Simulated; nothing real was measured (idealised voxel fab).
Process module under the name voxel wiring stack
Cross-section cut spans 265 nm and uses square cells 5 nm in size.
Throughout this document, each cross-section is represented as a grid of square cells and is presented as a sequence of bands enumerated from the top downward, where a band comprises one or more rows of cells.
Read a band's entry like this: the first values are the height of its top and the height of its bottom in nm, and what follows is the sequence of materials from left to right, each with its width in nm. Note that "air" is empty space, and that a single material marked "all across" reaches across the band from edge to edge.
Below 0: as-received wafer, all one material; heights counted from there. Lowest band: no bottom, goes on down, written "from 0 down".
A two-number width, for instance "30->40", indicates that the width is equal to the first number in the top row of the band and to the second number in the bottom row, and that it changes by a constant amount per row of cells.
Key: "nothing altered" - step with no changed cell in the cross-section.
"Trapped voids" specifies each empty space that is not open to the top and that occupies no fewer than 8 cells, using the form width x height at distance, the distance measured from the left edge and all three quantities in nm.
If you see something after the settings on a step's line, that's the simulator's own remark about that step.
overlay nm, on a step with a mask: how far to the right of its planned place the mask lay; to the left if negative
**Steps planned for the process**
1,RECEIVE: material Si
2,CONFORMAL_DEP: material SiO2, thk nm 15
3,CONFORMAL_DEP: material SiN, thk nm 5
4,DIRECTIONAL_DEP: material lowk, thk nm 25
5,DIRECTIONAL_DEP: material aC, thk nm 10
6,PATTERN: tone open, mask id METAL_1, material resist, width nm 25, pitch nm 45, thk nm 25, overlay nm 0
7,DIRECTIONAL_ETCH: etch materials aC, depth nm 10
8,STRIP: etch materials resist
9,DIRECTIONAL_ETCH: etch materials lowk, depth nm 25
10,DIRECTIONAL_ETCH: etch materials SiN, depth nm 5
11,STRIP: etch materials aC
12,CONFORMAL_DEP: material TiN, thk nm 5
13,FILL_DEP: material Cu, thk nm 10
14,CMP: height nm 45
15,CONFORMAL_DEP: material SiCN, thk nm 5
16,DIRECTIONAL_DEP: material SiO2, thk nm 10
17,DIRECTIONAL_DEP: material aC, thk nm 10
18,PATTERN: tone open, mask id PLUG_1, material resist, width nm 15, thk nm 25, overlay nm 0
19,DIRECTIONAL_ETCH: etch materials aC, depth nm 10
20,STRIP: etch materials resist
21,DIRECTIONAL_ETCH: etch materials SiO2, depth nm 10
22,DIRECTIONAL_ETCH: etch materials SiCN, depth nm 5
23,STRIP: etch materials aC
24,CONFORMAL_DEP: material TiN, thk nm 5
25,FILL_DEP: material Ru, thk nm 10
26,CMP: height nm 60
27,CONFORMAL_DEP: material SiN, thk nm 5
28,DIRECTIONAL_DEP: material SiO2, thk nm 15
29,MASKED_ETCH: tone open, mask id METAL_2, width nm 25, pitch nm 45, etch materials SiO2, depth nm 15, overlay nm 0
30,MASKED_ETCH: tone open, mask id METAL_2, width nm 25, pitch nm 45, etch materials SiN, depth nm 5, overlay nm 0
31,CONFORMAL_DEP: material TiN, thk nm 5
32,FILL_DEP: material W, thk nm 10
33,CMP: height nm 80
34,CONFORMAL_DEP: material SiCN, thk nm 5
35,DIRECTIONAL_DEP: material lowk, thk nm 20
36,MASKED_ETCH: tone open, mask id PLUG_2, width nm 15, pitch nm 45, etch materials lowk, depth nm 20, overlay nm 0
37,MASKED_ETCH: tone open, mask id PLUG_2, width nm 15, pitch nm 45, etch materials SiCN, depth nm 5, overlay nm 0
38,CONFORMAL_DEP: material TiN, thk nm 5
39,FILL_DEP: material W, thk nm 10
40,CMP: height nm 105
41,CONFORMAL_DEP: material SiN, thk nm 5
42,DIRECTIONAL_DEP: material SiO2, thk nm 20
43,DIRECTIONAL_DEP: material aC, thk nm 15
44,PATTERN: tone open, mask id METAL_3, material resist, width nm 25, pitch nm 45, thk nm 30, overlay nm 0
45,DIRECTIONAL_ETCH: etch materials aC, depth nm 15
46,STRIP: etch materials resist
47,DIRECTIONAL_ETCH: etch materials SiO2, depth nm 20
48,DIRECTIONAL_ETCH: etch materials SiN, depth nm 5
49,STRIP: etch materials aC
50,CONFORMAL_DEP: material TiN, thk nm 5
51,FILL_DEP: material W, thk nm 10
52,CMP: height nm 130
53,EPI: material Ru, thk nm 5
54,FILL_DEP: material SiCN, thk nm 5
**Cross-section, incoming material, after step 1**
from 0 down = Si all across
Trapped voids: none
**Cross-section, first of two wafers, end of module, run as planned**
from 140 to 135 = SiCN all across
from 135 to 130 = 90 nm SiCN; 35 nm Ru; 10 nm SiCN; 35 nm Ru; 95 nm SiCN
from 130 to 110 = 95 nm SiO2; 5 nm TiN; 15 nm W; 5 nm TiN; 20 nm SiO2; 5 nm TiN; 15 nm W; 5 nm TiN; 100 nm SiO2
from 110 to 105 = 95 nm SiN; 25 nm TiN; 20 nm SiN; 25 nm TiN; 100 nm SiN
from 105 to 85 = 95 nm lowk; 5 nm TiN; 5 nm W; 5 nm TiN; 30 nm lowk; 5 nm TiN; 5 nm W; 5 nm TiN; 110 nm lowk
from 85 to 80 = 95 nm SiCN; 15 nm TiN; 30 nm SiCN; 15 nm TiN; 110 nm SiCN
from 80 to 65 = 95 nm SiO2; 5 nm TiN; 15 nm W; 5 nm TiN; 20 nm SiO2; 5 nm TiN; 15 nm W; 5 nm TiN; 100 nm SiO2
from 65 to 60 = 95 nm SiN; 25 nm TiN; 20 nm SiN; 25 nm TiN; 100 nm SiN
from 60 to 50 = 95 nm SiO2; 5 nm TiN; 5 nm Ru; 5 nm TiN; 155 nm SiO2
from 50 to 45 = 95 nm SiCN; 15 nm TiN; 155 nm SiCN
from 45 to 20 = 95 nm lowk; 5 nm TiN; 15 nm Cu; 5 nm TiN; 20 nm lowk; 5 nm TiN; 15 nm Cu; 5 nm TiN; 100 nm lowk
from 20 to 15 = 95 nm SiN; 25 nm TiN; 20 nm SiN; 25 nm TiN; 100 nm SiN
from 15 to 0 = SiO2 all across
from 0 down = Si all across
Trapped voids: none
**Here's the second of our two wafers sectioned at module end. Same start as the first, same plan, but one mistake got made running it**
from 140 to 135 = SiCN all across
from 135 to 130 = 90 nm SiCN; 35 nm Ru; 10 nm SiCN; 35 nm Ru; 95 nm SiCN
from 130 to 110 = 95 nm SiO2; 5 nm TiN; 15 nm W; 5 nm TiN; 20 nm SiO2; 5 nm TiN; 15 nm W; 5 nm TiN; 100 nm SiO2
from 110 to 105 = 95 nm SiN; 25 nm TiN; 20 nm SiN; 25 nm TiN; 100 nm SiN
from 105 to 85 = 95 nm lowk; 5 nm TiN; 5 nm W; 5 nm TiN; 30 nm lowk; 5 nm TiN; 5 nm W; 5 nm TiN; 110 nm lowk
from 85 to 80 = 95 nm SiCN; 15 nm TiN; 30 nm SiCN; 15 nm TiN; 110 nm SiCN
from 80 to 65 = 100 nm SiO2; 5 nm TiN; 10 nm W; 5 nm TiN; 25 nm SiO2; 5 nm TiN; 10 nm W; 5 nm TiN; 100 nm SiO2
from 65 to 60 = 100 nm SiN; 20 nm TiN; 25 nm SiN; 20 nm TiN; 100 nm SiN
from 60 to 50 = 95 nm SiO2; 5 nm TiN; 5 nm Ru; 5 nm TiN; 155 nm SiO2
from 50 to 45 = 95 nm SiCN; 15 nm TiN; 155 nm SiCN
from 45 to 20 = 95 nm lowk; 5 nm TiN; 15 nm Cu; 5 nm TiN; 20 nm lowk; 5 nm TiN; 15 nm Cu; 5 nm TiN; 100 nm lowk
from 20 to 15 = 95 nm SiN; 25 nm TiN; 20 nm SiN; 25 nm TiN; 100 nm SiN
from 15 to 0 = SiO2 all across
from 0 down = Si all across
Trapped voids: none
Deviation noted in wafer processing: heads up, step 29 didn't go per plan, it actually ran as MASKED_ETCH: tone open, mask id METAL_2, width nm 20, pitch nm 45, etch materials SiO2, depth nm 15, overlay nm 0
End of process, cell counts, second wafer against first, materials with more or fewer: SiN: 2 more | SiO2: 6 more | TiN: 2 fewer | W: 6 fewer
